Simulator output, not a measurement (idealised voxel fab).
Process module, titled voxel local oxidation
Cross-section cut spans 185 nm and uses square cells 5 nm in size.
In this document a cross-section is written as a grid of square cells. It is given as a series of bands, listed from the top down, and a band is one or more rows of cells.
The entry gives the band's vertical extent as a top height and a bottom height in nm, then its horizontal make-up as materials from left to right, each with a width in nm. "empty" stands for empty space; a single material marked "full width" fills the band edge to edge.
The reference from which all heights are counted is 0, the level beneath which the as-received wafer is entirely one material; the lowest band, having no lower bound, proceeds downward and is written after the example "top 0, no bottom".
Width spec "30..40" -> top row of cells at first value, bottom row at second value, equal per-row change in between.
No cell of the cross-section changed in a step that is given as "no alterations made".
Empty spaces counting at least 8 cells and having no open way to the top are listed in "Sealed cavities". The notation width x height at distance is used for each, the distance being from the left edge and all three values in nm.
If you see something after the settings on a step's line, that's the simulator's own remark about that step.
The setting "overlay nm" may be written on the line of a step. When the step uses a mask, the value reports how far to the right of the planned place the mask lay, and a negative value reports that it lay to the left.
Steps planned for the process:
1) RECEIVE [material Si]
2) OXIDIZE [depth nm 5]
3) CONFORMAL_DEP [material SiN] [thk nm 15]
4) DIRECTIONAL_DEP [material aC] [thk nm 15]
5) PATTERN [tone cover] [mask id ACTIVE] [material resist] [width nm 90] [thk nm 35] [overlay nm 0]
6) DIRECTIONAL_ETCH [etch materials aC] [depth nm 15]
7) STRIP [etch materials resist]
8) DIRECTIONAL_ETCH [etch materials SiN] [depth nm 15]
9) STRIP [etch materials aC]
10) SELECTIVE_ETCH [etch materials SiO2] [depth nm 5]
11) OXIDIZE [depth nm 15]
12) STRIP [etch materials SiN]
Wafer at receipt (post step 1), cross-section:
    top 0, no bottom = Si full width
    Sealed cavities: none
Run as planned - first of the two wafers cross-sectioned at the end of the module:
    top 0, bottom -5 = 50 nm empty, 80 nm SiO2, 55 nm empty
    top -5, bottom -20 = 65 nm SiO2, 50 nm Si, 70 nm SiO2
    top -20, no bottom = Si full width
    Sealed cavities: none
Presented here is a cross-section of the second of the two wafers as it stood at the end of the module. It was started in the same manner and assigned the same plan as the first wafer; however, one mistake was made in its execution:
    top 25, bottom 15 = SiO2 full width
    top 15, bottom 0 = SiN full width
    top 0, bottom -5 = SiO2 full width
    top -5, no bottom = Si full width
    Sealed cavities: none
So what did we get wrong on this run? step 4 was processed under conditions differing from the plan, specifically as DIRECTIONAL_DEP [material SiO2] [thk nm 15]
Final comparison by cell count, materials where the second wafer has more or fewer than the first: +81 Si, +111 SiN, +14 SiO2
